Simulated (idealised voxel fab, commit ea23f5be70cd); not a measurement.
Name of the process module below: voxel wiring stack
FYI the section here is cut, 250 nm wide, cells are 5 nm squares.
Format of a cross-section: grid, square cells. Given as bands. Order: top down. Band: one or more rows of cells. Look at the band entry: it leads with the top's height and the bottom's height in nm. Then it lists the materials left to right, with a width in nm for each. The word "edge to edge" on a single material says that material fills the band edge to edge. The word "empty" is empty space. Height is counted from the level 0, under which the received wafer is composed throughout of one material. The lowest of the bands is not closed at the bottom but continues downward, in the notation "from 0 down". Graded width ("30 to 40"): value in top row of band = first number; value in bottom row = second number; row-to-row change constant. "nothing got changed" means the step left every cell of the cross-section as it was. The list in "Fully sealed cavities" covers empty spaces of 8 cells or more that cannot reach the top through any open way, and it gives each as width x height at distance; the distance is from the left edge, and width, height and distance are in nm. Where a step's line continues beyond its settings, the continuation is a remark by the simulator itself on that step. For masked steps, "overlay nm" on the step line gives how far right of plan the mask actually lay; a minus sign means it lay to the left.

PROCESS STEPS (PLANNED)
1: RECEIVE | material Si
2: CONFORMAL_DEP | material SiO2 | thk nm 10
3: DIRECTIONAL_DEP | material TiN | thk nm 5
4: DIRECTIONAL_DEP | material W | thk nm 15
5: DIRECTIONAL_DEP | material aC | thk nm 10
6: PATTERN | tone cover | mask id METAL_1 | material resist | width nm 30 | pitch nm 50 | thk nm 25 | overlay nm 0
7: DIRECTIONAL_ETCH | etch materials aC | depth nm 10
8: STRIP | etch materials resist
9: DIRECTIONAL_ETCH | etch materials W | depth nm 15
10: DIRECTIONAL_ETCH | etch materials TiN | depth nm 5
11: STRIP | etch materials aC
12: FILL_DEP | material lowk | thk nm 5
13: CMP | height nm 30
14: CONFORMAL_DEP | material SiCN | thk nm 5
15: DIRECTIONAL_DEP | material lowk | thk nm 25
16: DIRECTIONAL_DEP | material aC | thk nm 10
17: PATTERN | tone open | mask id METAL_2 | material resist | width nm 30 | pitch nm 50 | thk nm 25 | overlay nm 0
18: DIRECTIONAL_ETCH | etch materials aC | depth nm 10
19: STRIP | etch materials resist
20: DIRECTIONAL_ETCH | etch materials lowk | depth nm 15
21: STRIP | etch materials aC
22: MASKED_ETCH | tone open | mask id METAL_2_HOLES | width nm 15 | pitch nm 50 | etch materials lowk | depth nm 10 | overlay nm 0
23: MASKED_ETCH | tone open | mask id METAL_2_HOLES | width nm 15 | pitch nm 50 | etch materials SiCN | depth nm 5 | overlay nm 0
24: CONFORMAL_DEP | material TiN | thk nm 5
25: FILL_DEP | material Cu | thk nm 10
26: CMP | height nm 60
27: CONFORMAL_DEP | material SiCN | thk nm 5
28: DIRECTIONAL_DEP | material SiO2 | thk nm 15
29: PATTERN | tone open | mask id PLUG_2 | material resist | width nm 15 | pitch nm 50 | thk nm 15 | overlay nm 0
30: DIRECTIONAL_ETCH | etch materials SiO2 | depth nm 15
31: DIRECTIONAL_ETCH | etch materials SiCN | depth nm 5
32: STRIP | etch materials resist
33: EPI | material Ru | thk nm 10
34: EPI | material Ru | thk nm 10
35: DIRECTIONAL_DEP | material TiN | thk nm 5
36: DIRECTIONAL_DEP | material Ru | thk nm 25
37: MASKED_ETCH | tone cover | mask id METAL_3 | width nm 30 | pitch nm 50 | etch materials Ru | depth nm 25 | overlay nm 0
38: MASKED_ETCH | tone cover | mask id METAL_3 | width nm 30 | pitch nm 50 | etch materials TiN | depth nm 5 | overlay nm 0
39: CONFORMAL_DEP | material SiCN | thk nm 5
40: FILL_DEP | material lowk | thk nm 5
41: CMP | height nm 110
42: CONFORMAL_DEP | material SiCN | thk nm 5

FIRST OUT OF TWO WAFERS; RUN WENT TO PLAN

CROSS-SECTION OF THE INCOMING WAFER, STATE AFTER STEP 1
* from 0 down: Si edge to edge
* Fully sealed cavities: none

UPON COMPLETION OF STEP 2, THE WAFER APPEARS IN CROSS-SECTION AS SHOWN
* from 10 to 0: SiO2 edge to edge
* Below 0, the layers are the same as they were.

UPON COMPLETION OF STEP 3, THE WAFER APPEARS IN CROSS-SECTION AS SHOWN
* from 15 to 10: TiN edge to edge
* Below 10, the layers are the same as they were.

UPON COMPLETION OF STEP 4, THE WAFER APPEARS IN CROSS-SECTION AS SHOWN
* from 30 to 15: W edge to edge
* Below 15, the layers are the same as they were.

UPON COMPLETION OF STEP 5, THE WAFER APPEARS IN CROSS-SECTION AS SHOWN
* from 40 to 30: aC edge to edge
* Below 30, the layers are the same as they were.

UPON COMPLETION OF STEP 6, THE WAFER APPEARS IN CROSS-SECTION AS SHOWN
* from 65 to 40: empty=60 / resist=30 / empty=20 / resist=30 / empty=20 / resist=30 / empty=60
* Below 40, the layers are the same as they were.

UPON COMPLETION OF STEP 7, THE WAFER APPEARS IN CROSS-SECTION AS SHOWN
* from 55 to 40: empty=60 / resist=30 / empty=20 / resist=30 / empty=20 / resist=30 / empty=60
* from 40 to 30: empty=60 / aC=30 / empty=20 / aC=30 / empty=20 / aC=30 / empty=60
* Below 30, the layers are the same as they were.

UPON COMPLETION OF STEP 8, THE WAFER APPEARS IN CROSS-SECTION AS SHOWN
* from 40 to 30: empty=60 / aC=30 / empty=20 / aC=30 / empty=20 / aC=30 / empty=60
* Below 30, the layers are the same as they were.

UPON COMPLETION OF STEP 9, THE WAFER APPEARS IN CROSS-SECTION AS SHOWN
* from 40 to 30: empty=60 / aC=30 / empty=20 / aC=30 / empty=20 / aC=30 / empty=60
* from 30 to 15: empty=60 / W=30 / empty=20 / W=30 / empty=20 / W=30 / empty=60
* Below 15, the layers are the same as they were.

UPON COMPLETION OF STEP 10, THE WAFER APPEARS IN CROSS-SECTION AS SHOWN
* from 40 to 30: empty=60 / aC=30 / empty=20 / aC=30 / empty=20 / aC=30 / empty=60
* from 30 to 15: empty=60 / W=30 / empty=20 / W=30 / empty=20 / W=30 / empty=60
* from 15 to 10: empty=60 / TiN=30 / empty=20 / TiN=30 / empty=20 / TiN=30 / empty=60
* Below 10, the layers are the same as they were.

UPON COMPLETION OF STEP 11, THE WAFER APPEARS IN CROSS-SECTION AS SHOWN
* from 30 to 15: empty=60 / W=30 / empty=20 / W=30 / empty=20 / W=30 / empty=60
* Below 15, the layers are the same as they were.

UPON COMPLETION OF STEP 12, THE WAFER APPEARS IN CROSS-SECTION AS SHOWN
* from 35 to 30: lowk edge to edge
* from 30 to 15: lowk=60 / W=30 / lowk=20 / W=30 / lowk=20 / W=30 / lowk=60
* from 15 to 10: lowk=60 / TiN=30 / lowk=20 / TiN=30 / lowk=20 / TiN=30 / lowk=60
* Below 10, the layers are the same as they were.

UPON COMPLETION OF STEP 13, THE WAFER APPEARS IN CROSS-SECTION AS SHOWN
* from 30 to 15: lowk=60 / W=30 / lowk=20 / W=30 / lowk=20 / W=30 / lowk=60
* Below 15, the layers are the same as they were.

UPON COMPLETION OF STEP 14, THE WAFER APPEARS IN CROSS-SECTION AS SHOWN
* from 35 to 30: SiCN edge to edge
* Below 30, the layers are the same as they were.

UPON COMPLETION OF STEP 15, THE WAFER APPEARS IN CROSS-SECTION AS SHOWN
* from 60 to 35: lowk edge to edge
* Below 35, the layers are the same as they were.

UPON COMPLETION OF STEP 16, THE WAFER APPEARS IN CROSS-SECTION AS SHOWN
* from 70 to 60: aC edge to edge
* Below 60, the layers are the same as they were.

UPON COMPLETION OF STEP 17, THE WAFER APPEARS IN CROSS-SECTION AS SHOWN
* from 95 to 70: resist=60 / empty=30 / resist=20 / empty=30 / resist=20 / empty=30 / resist=60
* Below 70, the layers are the same as they were.

UPON COMPLETION OF STEP 18, THE WAFER APPEARS IN CROSS-SECTION AS SHOWN
* from 85 to 70: resist=60 / empty=30 / resist=20 / empty=30 / resist=20 / empty=30 / resist=60
* from 70 to 60: aC=60 / empty=30 / aC=20 / empty=30 / aC=20 / empty=30 / aC=60
* Below 60, the layers are the same as they were.

UPON COMPLETION OF STEP 19, THE WAFER APPEARS IN CROSS-SECTION AS SHOWN
* from 70 to 60: aC=60 / empty=30 / aC=20 / empty=30 / aC=20 / empty=30 / aC=60
* Below 60, the layers are the same as they were.

UPON COMPLETION OF STEP 20, THE WAFER APPEARS IN CROSS-SECTION AS SHOWN
* from 70 to 60: aC=60 / empty=30 / aC=20 / empty=30 / aC=20 / empty=30 / aC=60
* from 60 to 45: lowk=60 / empty=30 / lowk=20 / empty=30 / lowk=20 / empty=30 / lowk=60
* Below 45, the layers are the same as they were.

UPON COMPLETION OF STEP 21, THE WAFER APPEARS IN CROSS-SECTION AS SHOWN
* from 60 to 45: lowk=60 / empty=30 / lowk=20 / empty=30 / lowk=20 / empty=30 / lowk=60
* Below 45, the layers are the same as they were.

UPON COMPLETION OF STEP 22, THE WAFER APPEARS IN CROSS-SECTION AS SHOWN
* from 60 to 45: lowk=60 / empty=30 / lowk=20 / empty=30 / lowk=20 / empty=30 / lowk=60
* from 45 to 35: lowk=60 / empty=15 / lowk=35 / empty=15 / lowk=35 / empty=15 / lowk=75
* Below 35, the layers are the same as they were.

UPON COMPLETION OF STEP 23, THE WAFER APPEARS IN CROSS-SECTION AS SHOWN
* from 60 to 45: lowk=60 / empty=30 / lowk=20 / empty=30 / lowk=20 / empty=30 / lowk=60
* from 45 to 35: lowk=60 / empty=15 / lowk=35 / empty=15 / lowk=35 / empty=15 / lowk=75
* from 35 to 30: SiCN=60 / empty=15 / SiCN=35 / empty=15 / SiCN=35 / empty=15 / SiCN=75
* Below 30, the layers are the same as they were.

UPON COMPLETION OF STEP 24, THE WAFER APPEARS IN CROSS-SECTION AS SHOWN
* from 65 to 60: TiN=65 / empty=20 / TiN=30 / empty=20 / TiN=30 / empty=20 / TiN=65
* from 60 to 50: lowk=60 / TiN=5 / empty=20 / TiN=5 / lowk=20 / TiN=5 / empty=20 / TiN=5 / lowk=20 / TiN=5 / empty=20 / TiN=5 / lowk=60
* from 50 to 45: lowk=60 / TiN=5 / empty=5 / TiN=20 / lowk=20 / TiN=5 / empty=5 / TiN=20 / lowk=20 / TiN=5 / empty=5 / TiN=20 / lowk=60
* from 45 to 35: lowk=60 / TiN=5 / empty=5 / TiN=5 / lowk=35 / TiN=5 / empty=5 / TiN=5 / lowk=35 / TiN=5 / empty=5 / TiN=5 / lowk=75
* from 35 to 30: SiCN=60 / TiN=15 / SiCN=35 / TiN=15 / SiCN=35 / TiN=15 / SiCN=75
* Below 30, the layers are the same as they were.

UPON COMPLETION OF STEP 25, THE WAFER APPEARS IN CROSS-SECTION AS SHOWN
* from 75 to 65: Cu edge to edge
* from 65 to 60: TiN=65 / Cu=20 / TiN=30 / Cu=20 / TiN=30 / Cu=20 / TiN=65
* from 60 to 50: lowk=60 / TiN=5 / Cu=20 / TiN=5 / lowk=20 / TiN=5 / Cu=20 / TiN=5 / lowk=20 / TiN=5 / Cu=20 / TiN=5 / lowk=60
* from 50 to 45: lowk=60 / TiN=5 / Cu=5 / TiN=20 / lowk=20 / TiN=5 / Cu=5 / TiN=20 / lowk=20 / TiN=5 / Cu=5 / TiN=20 / lowk=60
* from 45 to 35: lowk=60 / TiN=5 / Cu=5 / TiN=5 / lowk=35 / TiN=5 / Cu=5 / TiN=5 / lowk=35 / TiN=5 / Cu=5 / TiN=5 / lowk=75
* Below 35, the layers are the same as they were.

UPON COMPLETION OF STEP 26, THE WAFER APPEARS IN CROSS-SECTION AS SHOWN
* from 60 to 50: lowk=60 / TiN=5 / Cu=20 / TiN=5 / lowk=20 / TiN=5 / Cu=20 / TiN=5 / lowk=20 / TiN=5 / Cu=20 / TiN=5 / lowk=60
* Below 50, the layers are the same as they were.

UPON COMPLETION OF STEP 27, THE WAFER APPEARS IN CROSS-SECTION AS SHOWN
* from 65 to 60: SiCN edge to edge
* Below 60, the layers are the same as they were.

UPON COMPLETION OF STEP 28, THE WAFER APPEARS IN CROSS-SECTION AS SHOWN
* from 80 to 65: SiO2 edge to edge
* Below 65, the layers are the same as they were.

UPON COMPLETION OF STEP 29, THE WAFER APPEARS IN CROSS-SECTION AS SHOWN
* from 95 to 80: resist=60 / empty=15 / resist=35 / empty=15 / resist=35 / empty=15 / resist=75
* Below 80, the layers are the same as they were.

UPON COMPLETION OF STEP 30, THE WAFER APPEARS IN CROSS-SECTION AS SHOWN
* from 95 to 80: resist=60 / empty=15 / resist=35 / empty=15 / resist=35 / empty=15 / resist=75
* from 80 to 65: SiO2=60 / empty=15 / SiO2=35 / empty=15 / SiO2=35 / empty=15 / SiO2=75
* Below 65, the layers are the same as they were.

UPON COMPLETION OF STEP 31, THE WAFER APPEARS IN CROSS-SECTION AS SHOWN
* from 95 to 80: resist=60 / empty=15 / resist=35 / empty=15 / resist=35 / empty=15 / resist=75
* from 80 to 65: SiO2=60 / empty=15 / SiO2=35 / empty=15 / SiO2=35 / empty=15 / SiO2=75
* from 65 to 60: SiCN=60 / empty=15 / SiCN=35 / empty=15 / SiCN=35 / empty=15 / SiCN=75
* Below 60, the layers are the same as they were.

UPON COMPLETION OF STEP 32, THE WAFER APPEARS IN CROSS-SECTION AS SHOWN
* from 80 to 65: SiO2=60 / empty=15 / SiO2=35 / empty=15 / SiO2=35 / empty=15 / SiO2=75
* Below 65, the layers are the same as they were.

UPON COMPLETION OF STEP 33, THE WAFER APPEARS IN CROSS-SECTION AS SHOWN
* from 80 to 70: SiO2=60 / empty=15 / SiO2=35 / empty=15 / SiO2=35 / empty=15 / SiO2=75
* from 70 to 65: SiO2=60 / Ru=15 / SiO2=35 / Ru=15 / SiO2=35 / Ru=15 / SiO2=75
* from 65 to 60: SiCN=60 / Ru=15 / SiCN=35 / Ru=15 / SiCN=35 / Ru=15 / SiCN=75
* Below 60, the layers are the same as they were.

UPON COMPLETION OF STEP 34, THE WAFER APPEARS IN CROSS-SECTION AS SHOWN
* from 80 to 65: SiO2=60 / Ru=15 / SiO2=35 / Ru=15 / SiO2=35 / Ru=15 / SiO2=75
* Below 65, the layers are the same as they were.

UPON COMPLETION OF STEP 35, THE WAFER APPEARS IN CROSS-SECTION AS SHOWN
* from 85 to 80: TiN edge to edge
* Below 80, the layers are the same as they were.

UPON COMPLETION OF STEP 36, THE WAFER APPEARS IN CROSS-SECTION AS SHOWN
* from 110 to 85: Ru edge to edge
* Below 85, the layers are the same as they were.

UPON COMPLETION OF STEP 37, THE WAFER APPEARS IN CROSS-SECTION AS SHOWN
* from 110 to 85: empty=60 / Ru=30 / empty=20 / Ru=30 / empty=20 / Ru=30 / empty=60
* Below 85, the layers are the same as they were.

UPON COMPLETION OF STEP 38, THE WAFER APPEARS IN CROSS-SECTION AS SHOWN
* from 110 to 85: empty=60 / Ru=30 / empty=20 / Ru=30 / empty=20 / Ru=30 / empty=60
* from 85 to 80: empty=60 / TiN=30 / empty=20 / TiN=30 / empty=20 / TiN=30 / empty=60
* Below 80, the layers are the same as they were.

UPON COMPLETION OF STEP 39, THE WAFER APPEARS IN CROSS-SECTION AS SHOWN
* from 115 to 110: empty=55 / SiCN=40 / empty=10 / SiCN=40 / empty=10 / SiCN=40 / empty=55
* from 110 to 85: empty=55 / SiCN=5 / Ru=30 / SiCN=5 / empty=10 / SiCN=5 / Ru=30 / SiCN=5 / empty=10 / SiCN=5 / Ru=30 / SiCN=5 / empty=55
* from 85 to 80: SiCN=60 / TiN=30 / SiCN=20 / TiN=30 / SiCN=20 / TiN=30 / SiCN=60
* Below 80, the layers are the same as they were.

UPON COMPLETION OF STEP 40, THE WAFER APPEARS IN CROSS-SECTION AS SHOWN
* from 120 to 115: lowk edge to edge
* from 115 to 110: lowk=55 / SiCN=40 / lowk=10 / SiCN=40 / lowk=10 / SiCN=40 / lowk=55
* from 110 to 85: lowk=55 / SiCN=5 / Ru=30 / SiCN=5 / lowk=10 / SiCN=5 / Ru=30 / SiCN=5 / lowk=10 / SiCN=5 / Ru=30 / SiCN=5 / lowk=55
* Below 85, the layers are the same as they were.

UPON COMPLETION OF STEP 41, THE WAFER APPEARS IN CROSS-SECTION AS SHOWN
* from 110 to 85: lowk=55 / SiCN=5 / Ru=30 / SiCN=5 / lowk=10 / SiCN=5 / Ru=30 / SiCN=5 / lowk=10 / SiCN=5 / Ru=30 / SiCN=5 / lowk=55
* Below 85, the layers are the same as they were.

UPON COMPLETION OF STEP 42, THE WAFER APPEARS IN CROSS-SECTION AS SHOWN
* from 115 to 110: SiCN edge to edge
* Below 110, the layers are the same as they were.

NOTES, SECOND WAFER: START = FIRST WAFER'S, PLAN = FIRST WAFER'S, EXECUTION HAD ONE MISTAKE; HISTORY IDENTICAL TO FIRST THROUGH STEP 2

WHEN STEP 3 SHOULD HAVE ENDED
* from 25 to 10: W edge to edge
* Below 10, the layers are the same as they were.

WHEN STEP 4 SHOULD HAVE ENDED
* from 30 to 25: TiN edge to edge
* Below 25, the layers are the same as they were.

WHEN STEP 5 SHOULD HAVE ENDED
* from 40 to 30: aC edge to edge
* Below 30, the layers are the same as they were.

WHEN STEP 6 SHOULD HAVE ENDED
* from 65 to 40: empty=60 / resist=30 / empty=20 / resist=30 / empty=20 / resist=30 / empty=60
* Below 40, the layers are the same as they were.

WHEN STEP 7 SHOULD HAVE ENDED
* from 55 to 40: empty=60 / resist=30 / empty=20 / resist=30 / empty=20 / resist=30 / empty=60
* from 40 to 30: empty=60 / aC=30 / empty=20 / aC=30 / empty=20 / aC=30 / empty=60
* Below 30, the layers are the same as they were.

WHEN STEP 8 SHOULD HAVE ENDED
* from 40 to 30: empty=60 / aC=30 / empty=20 / aC=30 / empty=20 / aC=30 / empty=60
* Below 30, the layers are the same as they were.

when step 9 should have ended: nothing got changed

WHEN STEP 10 SHOULD HAVE ENDED
* from 40 to 30: empty=60 / aC=30 / empty=20 / aC=30 / empty=20 / aC=30 / empty=60
* from 30 to 25: empty=60 / TiN=30 / empty=20 / TiN=30 / empty=20 / TiN=30 / empty=60
* Below 25, the layers are the same as they were.

WHEN STEP 11 SHOULD HAVE ENDED
* from 30 to 25: empty=60 / TiN=30 / empty=20 / TiN=30 / empty=20 / TiN=30 / empty=60
* Below 25, the layers are the same as they were.

WHEN STEP 12 SHOULD HAVE ENDED
* from 35 to 30: lowk edge to edge
* from 30 to 25: lowk=60 / TiN=30 / lowk=20 / TiN=30 / lowk=20 / TiN=30 / lowk=60
* Below 25, the layers are the same as they were.

WHEN STEP 13 SHOULD HAVE ENDED
* from 30 to 25: lowk=60 / TiN=30 / lowk=20 / TiN=30 / lowk=20 / TiN=30 / lowk=60
* Below 25, the layers are the same as they were.

WHEN STEP 14 SHOULD HAVE ENDED
* from 35 to 30: SiCN edge to edge
* Below 30, the layers are the same as they were.

WHEN STEP 15 SHOULD HAVE ENDED
* from 60 to 35: lowk edge to edge
* Below 35, the layers are the same as they were.

WHEN STEP 16 SHOULD HAVE ENDED
* from 70 to 60: aC edge to edge
* Below 60, the layers are the same as they were.

WHEN STEP 17 SHOULD HAVE ENDED
* from 95 to 70: resist=60 / empty=30 / resist=20 / empty=30 / resist=20 / empty=30 / resist=60
* Below 70, the layers are the same as they were.

WHEN STEP 18 SHOULD HAVE ENDED
* from 85 to 70: resist=60 / empty=30 / resist=20 / empty=30 / resist=20 / empty=30 / resist=60
* from 70 to 60: aC=60 / empty=30 / aC=20 / empty=30 / aC=20 / empty=30 / aC=60
* Below 60, the layers are the same as they were.

WHEN STEP 19 SHOULD HAVE ENDED
* from 70 to 60: aC=60 / empty=30 / aC=20 / empty=30 / aC=20 / empty=30 / aC=60
* Below 60, the layers are the same as they were.

WHEN STEP 20 SHOULD HAVE ENDED
* from 70 to 60: aC=60 / empty=30 / aC=20 / empty=30 / aC=20 / empty=30 / aC=60
* from 60 to 45: lowk=60 / empty=30 / lowk=20 / empty=30 / lowk=20 / empty=30 / lowk=60
* Below 45, the layers are the same as they were.

WHEN STEP 21 SHOULD HAVE ENDED
* from 60 to 45: lowk=60 / empty=30 / lowk=20 / empty=30 / lowk=20 / empty=30 / lowk=60
* Below 45, the layers are the same as they were.

WHEN STEP 22 SHOULD HAVE ENDED
* from 60 to 45: lowk=60 / empty=30 / lowk=20 / empty=30 / lowk=20 / empty=30 / lowk=60
* from 45 to 35: lowk=60 / empty=15 / lowk=35 / empty=15 / lowk=35 / empty=15 / lowk=75
* Below 35, the layers are the same as they were.

WHEN STEP 23 SHOULD HAVE ENDED
* from 60 to 45: lowk=60 / empty=30 / lowk=20 / empty=30 / lowk=20 / empty=30 / lowk=60
* from 45 to 35: lowk=60 / empty=15 / lowk=35 / empty=15 / lowk=35 / empty=15 / lowk=75
* from 35 to 30: SiCN=60 / empty=15 / SiCN=35 / empty=15 / SiCN=35 / empty=15 / SiCN=75
* Below 30, the layers are the same as they were.

WHEN STEP 24 SHOULD HAVE ENDED
* from 65 to 60: TiN=65 / empty=20 / TiN=30 / empty=20 / TiN=30 / empty=20 / TiN=65
* from 60 to 50: lowk=60 / TiN=5 / empty=20 / TiN=5 / lowk=20 / TiN=5 / empty=20 / TiN=5 / lowk=20 / TiN=5 / empty=20 / TiN=5 / lowk=60
* from 50 to 45: lowk=60 / TiN=5 / empty=5 / TiN=20 / lowk=20 / TiN=5 / empty=5 / TiN=20 / lowk=20 / TiN=5 / empty=5 / TiN=20 / lowk=60
* from 45 to 35: lowk=60 / TiN=5 / empty=5 / TiN=5 / lowk=35 / TiN=5 / empty=5 / TiN=5 / lowk=35 / TiN=5 / empty=5 / TiN=5 / lowk=75
* from 35 to 30: SiCN=60 / TiN=15 / SiCN=35 / TiN=15 / SiCN=35 / TiN=15 / SiCN=75
* Below 30, the layers are the same as they were.

WHEN STEP 25 SHOULD HAVE ENDED
* from 75 to 65: Cu edge to edge
* from 65 to 60: TiN=65 / Cu=20 / TiN=30 / Cu=20 / TiN=30 / Cu=20 / TiN=65
* from 60 to 50: lowk=60 / TiN=5 / Cu=20 / TiN=5 / lowk=20 / TiN=5 / Cu=20 / TiN=5 / lowk=20 / TiN=5 / Cu=20 / TiN=5 / lowk=60
* from 50 to 45: lowk=60 / TiN=5 / Cu=5 / TiN=20 / lowk=20 / TiN=5 / Cu=5 / TiN=20 / lowk=20 / TiN=5 / Cu=5 / TiN=20 / lowk=60
* from 45 to 35: lowk=60 / TiN=5 / Cu=5 / TiN=5 / lowk=35 / TiN=5 / Cu=5 / TiN=5 / lowk=35 / TiN=5 / Cu=5 / TiN=5 / lowk=75
* Below 35, the layers are the same as they were.

WHEN STEP 26 SHOULD HAVE ENDED
* from 60 to 50: lowk=60 / TiN=5 / Cu=20 / TiN=5 / lowk=20 / TiN=5 / Cu=20 / TiN=5 / lowk=20 / TiN=5 / Cu=20 / TiN=5 / lowk=60
* Below 50, the layers are the same as they were.

WHEN STEP 27 SHOULD HAVE ENDED
* from 65 to 60: SiCN edge to edge
* Below 60, the layers are the same as they were.

WHEN STEP 28 SHOULD HAVE ENDED
* from 80 to 65: SiO2 edge to edge
* Below 65, the layers are the same as they were.

WHEN STEP 29 SHOULD HAVE ENDED
* from 95 to 80: resist=60 / empty=15 / resist=35 / empty=15 / resist=35 / empty=15 / resist=75
* Below 80, the layers are the same as they were.

WHEN STEP 30 SHOULD HAVE ENDED
* from 95 to 80: resist=60 / empty=15 / resist=35 / empty=15 / resist=35 / empty=15 / resist=75
* from 80 to 65: SiO2=60 / empty=15 / SiO2=35 / empty=15 / SiO2=35 / empty=15 / SiO2=75
* Below 65, the layers are the same as they were.

WHEN STEP 31 SHOULD HAVE ENDED
* from 95 to 80: resist=60 / empty=15 / resist=35 / empty=15 / resist=35 / empty=15 / resist=75
* from 80 to 65: SiO2=60 / empty=15 / SiO2=35 / empty=15 / SiO2=35 / empty=15 / SiO2=75
* from 65 to 60: SiCN=60 / empty=15 / SiCN=35 / empty=15 / SiCN=35 / empty=15 / SiCN=75
* Below 60, the layers are the same as they were.

WHEN STEP 32 SHOULD HAVE ENDED
* from 80 to 65: SiO2=60 / empty=15 / SiO2=35 / empty=15 / SiO2=35 / empty=15 / SiO2=75
* Below 65, the layers are the same as they were.

WHEN STEP 33 SHOULD HAVE ENDED
* from 80 to 70: SiO2=60 / empty=15 / SiO2=35 / empty=15 / SiO2=35 / empty=15 / SiO2=75
* from 70 to 65: SiO2=60 / Ru=15 / SiO2=35 / Ru=15 / SiO2=35 / Ru=15 / SiO2=75
* from 65 to 60: SiCN=60 / Ru=15 / SiCN=35 / Ru=15 / SiCN=35 / Ru=15 / SiCN=75
* Below 60, the layers are the same as they were.

WHEN STEP 34 SHOULD HAVE ENDED
* from 80 to 65: SiO2=60 / Ru=15 / SiO2=35 / Ru=15 / SiO2=35 / Ru=15 / SiO2=75
* Below 65, the layers are the same as they were.

WHEN STEP 35 SHOULD HAVE ENDED
* from 85 to 80: TiN edge to edge
* Below 80, the layers are the same as they were.

WHEN STEP 36 SHOULD HAVE ENDED
* from 110 to 85: Ru edge to edge
* Below 85, the layers are the same as they were.

WHEN STEP 37 SHOULD HAVE ENDED
* from 110 to 85: empty=60 / Ru=30 / empty=20 / Ru=30 / empty=20 / Ru=30 / empty=60
* Below 85, the layers are the same as they were.

WHEN STEP 38 SHOULD HAVE ENDED
* from 110 to 85: empty=60 / Ru=30 / empty=20 / Ru=30 / empty=20 / Ru=30 / empty=60
* from 85 to 80: empty=60 / TiN=30 / empty=20 / TiN=30 / empty=20 / TiN=30 / empty=60
* Below 80, the layers are the same as they were.

WHEN STEP 39 SHOULD HAVE ENDED
* from 115 to 110: empty=55 / SiCN=40 / empty=10 / SiCN=40 / empty=10 / SiCN=40 / empty=55
* from 110 to 85: empty=55 / SiCN=5 / Ru=30 / SiCN=5 / empty=10 / SiCN=5 / Ru=30 / SiCN=5 / empty=10 / SiCN=5 / Ru=30 / SiCN=5 / empty=55
* from 85 to 80: SiCN=60 / TiN=30 / SiCN=20 / TiN=30 / SiCN=20 / TiN=30 / SiCN=60
* Below 80, the layers are the same as they were.

WHEN STEP 40 SHOULD HAVE ENDED
* from 120 to 115: lowk edge to edge
* from 115 to 110: lowk=55 / SiCN=40 / lowk=10 / SiCN=40 / lowk=10 / SiCN=40 / lowk=55
* from 110 to 85: lowk=55 / SiCN=5 / Ru=30 / SiCN=5 / lowk=10 / SiCN=5 / Ru=30 / SiCN=5 / lowk=10 / SiCN=5 / Ru=30 / SiCN=5 / lowk=55
* Below 85, the layers are the same as they were.

WHEN STEP 41 SHOULD HAVE ENDED
* from 110 to 85: lowk=55 / SiCN=5 / Ru=30 / SiCN=5 / lowk=10 / SiCN=5 / Ru=30 / SiCN=5 / lowk=10 / SiCN=5 / Ru=30 / SiCN=5 / lowk=55
* Below 85, the layers are the same as they were.

WHEN STEP 42 SHOULD HAVE ENDED
* from 115 to 110: SiCN edge to edge
* Below 110, the layers are the same as they were.
Where did the run depart from the plan? note: step 3 <-> step 4, run order reversed vs plan
Count the cells at the end and the second wafer has more or fewer of some materials than the first: W: 96 more; lowk: 96 fewer
